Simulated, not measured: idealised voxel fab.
process module | voxel ribs on slabs
cross-section cut | 160 nm wide | cells 5 nm
A cross-section is a grid of square cells, given in bands from the top down. A band is one or more rows of cells.
Each band's line starts with the height of the band's top and of its bottom, in nm. Then come its materials from left to right, each with its width in nm. One material with "throughout" fills the band from edge to edge. "air" is empty space.
Height 0 is the level under which the wafer as received is all one material. The lowest band goes on downwards, as in "0 down".
A width such as "30 to 40" changes by the same amount from each row of cells to the next, from the band's top row to its bottom row.
"no change" after a step means that no cell of the cross-section changed.
closed voids: empty space of 8 cells or more with no open way to the top, each as width x height at its distance from the left edge, in nm
after a step's settings: what the simulator itself notes on the step
overlay nm, on a step with a mask: how far to the right of its planned place the mask lay; to the left if negative
plan
1 op RECEIVE | material Si
2 op DIRECTIONAL_DEP | material SiO2 | thk nm 25
3 op DIRECTIONAL_DEP | material polySi | thk nm 20
4 op MASKED_ETCH | tone cover | mask id RIB | width nm 20 | etch materials polySi | depth nm 5 | overlay nm 0
5 op DIRECTIONAL_DEP | material aC | thk nm 10
6 op PATTERN | tone cover | mask id SLAB | material resist | width nm 50 | thk nm 25 | overlay nm 0
7 op DIRECTIONAL_ETCH | etch materials aC | depth nm 10
8 op STRIP | etch materials resist
9 op DIRECTIONAL_ETCH | etch materials polySi | depth nm 15
10 op STRIP | etch materials aC
11 op FILL_DEP | material SiO2 | thk nm 25
12 op CMP | height nm 60
13 op DIRECTIONAL_DEP | material TiN | thk nm 5
14 op DIRECTIONAL_DEP | material aC | thk nm 15
15 op PATTERN | tone cover | mask id HEATER | material resist | width nm 30 | thk nm 30 | overlay nm 0
16 op DIRECTIONAL_ETCH | etch materials aC | depth nm 15
17 op STRIP | etch materials resist
18 op DIRECTIONAL_ETCH | etch materials TiN | depth nm 5
19 op STRIP | etch materials aC
20 op CONFORMAL_DEP | material SiN | thk nm 10
as received, after step 1
  0 down: Si throughout
  closed voids: none
a wafer at the end: this start, this plan, one mistake
  75 to 70: SiN 75 | air 10 | SiN 75
  70 to 65: SiN throughout
  65 to 60: TiN 65 | SiN 30 | TiN 65
  60 to 45: SiO2 throughout
  45 to 40: SiO2 70 | polySi 20 | SiO2 70
  40 to 25: SiO2 55 | polySi 50 | SiO2 55
  25 to 0: SiO2 throughout
  0 down: Si throughout
  closed voids: none
what went wrong: step 15 ran as: op PATTERN | tone open | mask id HEATER | material resist | width nm 30 | thk nm 30 | overlay nm 0
